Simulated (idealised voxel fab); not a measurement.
Herein follows the process module entitled voxel wiring stack.
This is section cut - it's 300 nm across, gridded in 5 nm square cells.
Think of the cross-section as a grid of square cells. We describe it in bands, top to bottom, and each band covers one or more rows of those cells.
In this notation a band is specified by the heights of its top and bottom, in that order and in nm, after which its materials appear from left to right, each paired with its width in nm. The word "everywhere" attached to a single material means that material fills the band from edge to edge; the word "empty" stands for empty space.
A quick word on heights: they are counted from 0, and under that level the wafer as it came to us is one material throughout. The lowest band is different from the rest in having no bottom; it simply continues downward, written as in "0 -> down".
It should be noted that a width expressed as "30..40" varies in equal increments from row to row of cells within the band, taking the value of the first number at the top row and that of the second number at the bottom row.
A step reported as "stayed the same" is a step in which no cell of the cross-section changed.
The list in "Unvented cavities" covers empty spaces of 8 cells or more that cannot reach the top through any open way, and it gives each as width x height at distance; the distance is from the left edge, and width, height and distance are in nm.
Step line, after settings: the simulator's comment on this step.
overlay nm, on a step with a mask: how far to the right of its planned place the mask lay; to the left if negative

### These are the steps we planned for the process
- 1: RECEIVE | material Si
- 2: CONFORMAL_DEP | material SiO2 | thk nm 10
- 3: DIRECTIONAL_DEP | material TiN | thk nm 5
- 4: DIRECTIONAL_DEP | material W | thk nm 15
- 5: PATTERN | tone cover | mask id METAL_1 | material resist | width nm 30 | pitch nm 50 | thk nm 20 | overlay nm 0
- 6: DIRECTIONAL_ETCH | etch materials W | depth nm 15
- 7: DIRECTIONAL_ETCH | etch materials TiN | depth nm 5
- 8: STRIP | etch materials resist
- 9: FILL_DEP | material lowk | thk nm 10
- 10: CMP | height nm 30
- 11: CONFORMAL_DEP | material SiCN | thk nm 5
- 12: DIRECTIONAL_DEP | material lowk | thk nm 10
- 13: PATTERN | tone open | mask id PLUG_1 | material resist | width nm 15 | pitch nm 50 | thk nm 20 | overlay nm 0
- 14: DIRECTIONAL_ETCH | etch materials lowk | depth nm 10
- 15: DIRECTIONAL_ETCH | etch materials SiCN | depth nm 5
- 16: STRIP | etch materials resist
- 17: EPI | material Ru | thk nm 10
- 18: EPI | material Ru | thk nm 5
- 19: CONFORMAL_DEP | material SiCN | thk nm 5
- 20: DIRECTIONAL_DEP | material SiO2 | thk nm 15
- 21: DIRECTIONAL_DEP | material aC | thk nm 10
- 22: PATTERN | tone open | mask id METAL_2 | material resist | width nm 30 | pitch nm 50 | thk nm 30 | overlay nm 0
- 23: DIRECTIONAL_ETCH | etch materials aC | depth nm 10
- 24: STRIP | etch materials resist
- 25: DIRECTIONAL_ETCH | etch materials SiO2 | depth nm 15
- 26: DIRECTIONAL_ETCH | etch materials SiCN | depth nm 5
- 27: STRIP | etch materials aC
- 28: CONFORMAL_DEP | material TiN | thk nm 5
- 29: FILL_DEP | material Ru | thk nm 10
- 30: CMP | height nm 65
- 31: EPI | material Ru | thk nm 5
- 32: FILL_DEP | material SiCN | thk nm 5

### Cross-section of the wafer at receipt, which is the condition after step 1
> 0 -> down | Si everywhere
> Unvented cavities: none

### First of two wafers: cross-section at end of module, run per plan
> 75 -> 70 | SiCN everywhere
> 70 -> 65 | SiCN 80 nm, then Ru 40 nm, then SiCN 10 nm, then Ru 40 nm, then SiCN 10 nm, then Ru 40 nm, then SiCN 80 nm
> 65 -> 50 | SiO2 85 nm, then TiN 5 nm, then Ru 20 nm, then TiN 5 nm, then SiO2 20 nm, then TiN 5 nm, then Ru 20 nm, then TiN 5 nm, then SiO2 20 nm, then TiN 5 nm, then Ru 20 nm, then TiN 5 nm, then SiO2 85 nm
> 50 -> 45 | SiCN 85 nm, then TiN 30 nm, then SiCN 20 nm, then TiN 30 nm, then SiCN 20 nm, then TiN 30 nm, then SiCN 85 nm
> 45 -> 35 | lowk 85 nm, then Ru 15 nm, then lowk 35 nm, then Ru 15 nm, then lowk 35 nm, then Ru 15 nm, then lowk 100 nm
> 35 -> 30 | SiCN 85 nm, then Ru 15 nm, then SiCN 35 nm, then Ru 15 nm, then SiCN 35 nm, then Ru 15 nm, then SiCN 100 nm
> 30 -> 15 | lowk 85 nm, then W 30 nm, then lowk 20 nm, then W 30 nm, then lowk 20 nm, then W 30 nm, then lowk 85 nm
> 15 -> 10 | lowk 85 nm, then TiN 30 nm, then lowk 20 nm, then TiN 30 nm, then lowk 20 nm, then TiN 30 nm, then lowk 85 nm
> 10 -> 0 | SiO2 everywhere
> 0 -> down | Si everywhere
> Unvented cavities: none

### Cross-section of the latter of the two wafers at module completion. It had an identical start and an identical plan to the former; in running it, one mistake was made
> 75 -> 70 | SiCN everywhere
> 70 -> 65 | SiCN 80 nm, then Ru 40 nm, then SiCN 10 nm, then Ru 40 nm, then SiCN 10 nm, then Ru 40 nm, then SiCN 80 nm
> 65 -> 50 | SiO2 85 nm, then TiN 5 nm, then Ru 20 nm, then TiN 5 nm, then SiO2 20 nm, then TiN 5 nm, then Ru 20 nm, then TiN 5 nm, then SiO2 20 nm, then TiN 5 nm, then Ru 20 nm, then TiN 5 nm, then SiO2 85 nm
> 50 -> 45 | SiCN 85 nm, then TiN 30 nm, then SiCN 20 nm, then TiN 30 nm, then SiCN 20 nm, then TiN 30 nm, then SiCN 85 nm
> 45 -> 35 | lowk 85 nm, then SiCN 5 nm, then TiN 5 nm, then SiCN 5 nm, then lowk 35 nm, then SiCN 5 nm, then TiN 5 nm, then SiCN 5 nm, then lowk 35 nm, then SiCN 5 nm, then TiN 5 nm, then SiCN 5 nm, then lowk 100 nm
> 35 -> 30 | SiCN 90 nm, then TiN 5 nm, then SiCN 45 nm, then TiN 5 nm, then SiCN 45 nm, then TiN 5 nm, then SiCN 105 nm
> 30 -> 15 | W 85 nm, then lowk 30 nm, then W 20 nm, then lowk 30 nm, then W 20 nm, then lowk 30 nm, then W 85 nm
> 15 -> 10 | TiN 85 nm, then lowk 30 nm, then TiN 20 nm, then lowk 30 nm, then TiN 20 nm, then lowk 30 nm, then TiN 85 nm
> 10 -> 0 | SiO2 everywhere
> 0 -> down | Si everywhere
> Unvented cavities: none
Finding, execution versus plan: step 5 off recipe, ran as PATTERN | tone open | mask id METAL_1 | material resist | width nm 30 | pitch nm 50 | thk nm 20 | overlay nm 0
Wrapping up, a cell-based count of both wafers puts the second over or under the first for these materials: Ru: 27 fewer; SiCN: 18 more; TiN: 33 more; W: 72 more; lowk: 96 fewer
